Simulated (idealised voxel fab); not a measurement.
Process module in this document: voxel self aligned vias
Cross-section cut: width 170 nm, square cells of 5 nm.
In this document a cross-section is written as a grid of square cells. It is given as a series of bands, listed from the top down, and a band is one or more rows of cells. First you get the band's top height and its bottom height, in nm, and then the materials it's made of, left to right, with each width in nm. If you see a single material with "everywhere", that one covers the band edge to edge. "air" is empty space. Zero point of the height axis is 0; under it, received wafer = one material. Lowest band: continues down indefinitely, "top 0, no bottom". With a width like "30->40", each row of cells in the band differs from the next by the same amount, the top row carrying the first number and the bottom row the second. "remains unaltered" means the step left every cell of the cross-section as it was. Entry "Sealed-off cavities" = empty spaces >= 8 cells with no open way to the top; each as width x height at distance, distance from left edge, all nm. Post-settings text on a step line: simulator's own remark regarding the step. A step's line can hold "overlay nm"; with a mask on that step, the setting says how far right of the planned place the mask lay, while a negative setting says it lay to the left.
Steps planned for the process
1 RECEIVE,material Si
2 CONFORMAL_DEP,material SiO2,thk nm 15
3 CONFORMAL_DEP,material SiCN,thk nm 5
4 DIRECTIONAL_DEP,material lowk,thk nm 30
5 PATTERN,tone open,mask id LINES,material resist,width nm 25,pitch nm 50,thk nm 20,overlay nm 0
6 DIRECTIONAL_ETCH,etch materials lowk,depth nm 30
7 STRIP,etch materials resist
8 CONFORMAL_DEP,material TiN,thk nm 5
9 FILL_DEP,material W,thk nm 5
10 CMP,height nm 50
11 SELECTIVE_ETCH,etch materials W Ru TiN,depth nm 5
12 FILL_DEP,material SiN,thk nm 5
13 CMP,height nm 50
14 DIRECTIONAL_DEP,material lowk,thk nm 15
15 MASKED_ETCH,tone open,mask id VIAS,width nm 35,pitch nm 100,etch materials lowk,depth nm 15,overlay nm 0
16 MASKED_ETCH,tone open,mask id VIAS,width nm 35,pitch nm 100,etch materials SiN,depth nm 5,overlay nm 0
17 CONFORMAL_DEP,material TiN,thk nm 5
18 FILL_DEP,material W,thk nm 10
19 CMP,height nm 65
20 CONFORMAL_DEP,material SiN,thk nm 5
The following pertains to the first of two wafers, which was processed as planned
Step 1 complete: cross-section of the wafer as received
> top 0, no bottom = Si everywhere
> Sealed-off cavities: none
Take a look at the wafer's cross-section after step 2
> top 15, bottom 0 = SiO2 everywhere
> Everything under 0 stays put, no change at all.
Take a look at the wafer's cross-section after step 3
> top 20, bottom 15 = SiCN everywhere
> Everything under 15 stays put, no change at all.
Take a look at the wafer's cross-section after step 4
> top 50, bottom 20 = lowk everywhere
> Everything under 20 stays put, no change at all.
Take a look at the wafer's cross-section after step 5
> top 70, bottom 50 = 20 resist, 25 air, 25 resist, 25 air, 25 resist, 25 air, 25 resist
> Everything under 50 stays put, no change at all.
Take a look at the wafer's cross-section after step 6
> top 70, bottom 50 = 20 resist, 25 air, 25 resist, 25 air, 25 resist, 25 air, 25 resist
> top 50, bottom 20 = 20 lowk, 25 air, 25 lowk, 25 air, 25 lowk, 25 air, 25 lowk
> Everything under 20 stays put, no change at all.
Take a look at the wafer's cross-section after step 7
> top 50, bottom 20 = 20 lowk, 25 air, 25 lowk, 25 air, 25 lowk, 25 air, 25 lowk
> Everything under 20 stays put, no change at all.
Take a look at the wafer's cross-section after step 8
> top 55, bottom 50 = 25 TiN, 15 air, 35 TiN, 15 air, 35 TiN, 15 air, 30 TiN
> top 50, bottom 25 = 20 lowk, 5 TiN, 15 air, 5 TiN, 25 lowk, 5 TiN, 15 air, 5 TiN, 25 lowk, 5 TiN, 15 air, 5 TiN, 25 lowk
> top 25, bottom 20 = 20 lowk, 25 TiN, 25 lowk, 25 TiN, 25 lowk, 25 TiN, 25 lowk
> Everything under 20 stays put, no change at all.
Take a look at the wafer's cross-section after step 9
> top 60, bottom 55 = W everywhere
> top 55, bottom 50 = 25 TiN, 15 W, 35 TiN, 15 W, 35 TiN, 15 W, 30 TiN
> top 50, bottom 25 = 20 lowk, 5 TiN, 15 W, 5 TiN, 25 lowk, 5 TiN, 15 W, 5 TiN, 25 lowk, 5 TiN, 15 W, 5 TiN, 25 lowk
> Everything under 25 stays put, no change at all.
Take a look at the wafer's cross-section after step 10
> top 50, bottom 25 = 20 lowk, 5 TiN, 15 W, 5 TiN, 25 lowk, 5 TiN, 15 W, 5 TiN, 25 lowk, 5 TiN, 15 W, 5 TiN, 25 lowk
> Everything under 25 stays put, no change at all.
Take a look at the wafer's cross-section after step 11
> top 50, bottom 45 = 20 lowk, 25 air, 25 lowk, 25 air, 25 lowk, 25 air, 25 lowk
> Everything under 45 stays put, no change at all.
Take a look at the wafer's cross-section after step 12
> top 55, bottom 50 = SiN everywhere
> top 50, bottom 45 = 20 lowk, 25 SiN, 25 lowk, 25 SiN, 25 lowk, 25 SiN, 25 lowk
> Everything under 45 stays put, no change at all.
Take a look at the wafer's cross-section after step 13
> top 50, bottom 45 = 20 lowk, 25 SiN, 25 lowk, 25 SiN, 25 lowk, 25 SiN, 25 lowk
> Everything under 45 stays put, no change at all.
Take a look at the wafer's cross-section after step 14
> top 65, bottom 50 = lowk everywhere
> Everything under 50 stays put, no change at all.
Take a look at the wafer's cross-section after step 15
> top 65, bottom 50 = 15 lowk, 35 air, 65 lowk, 35 air, 20 lowk
> Everything under 50 stays put, no change at all.
Take a look at the wafer's cross-section after step 16
> top 65, bottom 50 = 15 lowk, 35 air, 65 lowk, 35 air, 20 lowk
> top 50, bottom 45 = 20 lowk, 25 air, 25 lowk, 25 SiN, 25 lowk, 25 air, 25 lowk
> Everything under 45 stays put, no change at all.
Take a look at the wafer's cross-section after step 17
> top 70, bottom 65 = 20 TiN, 25 air, 75 TiN, 25 air, 25 TiN
> top 65, bottom 55 = 15 lowk, 5 TiN, 25 air, 5 TiN, 65 lowk, 5 TiN, 25 air, 5 TiN, 20 lowk
> top 55, bottom 50 = 15 lowk, 10 TiN, 15 air, 10 TiN, 65 lowk, 10 TiN, 15 air, 10 TiN, 20 lowk
> top 50, bottom 45 = 20 lowk, 25 TiN, 25 lowk, 25 SiN, 25 lowk, 25 TiN, 25 lowk
> Everything under 45 stays put, no change at all.
Take a look at the wafer's cross-section after step 18
> top 80, bottom 70 = W everywhere
> top 70, bottom 65 = 20 TiN, 25 W, 75 TiN, 25 W, 25 TiN
> top 65, bottom 55 = 15 lowk, 5 TiN, 25 W, 5 TiN, 65 lowk, 5 TiN, 25 W, 5 TiN, 20 lowk
> top 55, bottom 50 = 15 lowk, 10 TiN, 15 W, 10 TiN, 65 lowk, 10 TiN, 15 W, 10 TiN, 20 lowk
> Everything under 50 stays put, no change at all.
Take a look at the wafer's cross-section after step 19
> top 65, bottom 55 = 15 lowk, 5 TiN, 25 W, 5 TiN, 65 lowk, 5 TiN, 25 W, 5 TiN, 20 lowk
> Everything under 55 stays put, no change at all.
Take a look at the wafer's cross-section after step 20
> top 70, bottom 65 = SiN everywhere
> Everything under 65 stays put, no change at all.
What follows concerns the second wafer, which started out like the first and was meant to follow the very same plan; one mistake crept in when it was run, but everything up to and including step 13 is the same as for the first wafer
Second wafer profile in section, at the moment step 14 of the plan was meant to be complete
> top 65, bottom 50 = TiN everywhere
> Everything under 50 stays put, no change at all.
Second wafer profile in section, at the moment step 15 of the plan was meant to be complete: remains unaltered
Second wafer profile in section, at the moment step 16 of the plan was meant to be complete: remains unaltered
Second wafer profile in section, at the moment step 17 of the plan was meant to be complete
> top 70, bottom 50 = TiN everywhere
> Everything under 50 stays put, no change at all.
Second wafer profile in section, at the moment step 18 of the plan was meant to be complete
> top 80, bottom 70 = W everywhere
> Everything under 70 stays put, no change at all.
Second wafer profile in section, at the moment step 19 of the plan was meant to be complete
> top 65, bottom 50 = TiN everywhere
> Everything under 50 stays put, no change at all.
Second wafer profile in section, at the moment step 20 of the plan was meant to be complete
> top 70, bottom 65 = SiN everywhere
> Everything under 65 stays put, no change at all.
In executing the process, a mistake was made relative to the plan: rather than as planned, step 14 actually ran as DIRECTIONAL_DEP,material TiN,thk nm 15
Heads up, by the end the second wafer has more or fewer cells of some materials compared to the first: 10 more of SiN, 76 more of TiN, 26 fewer of W, 60 fewer of lowk
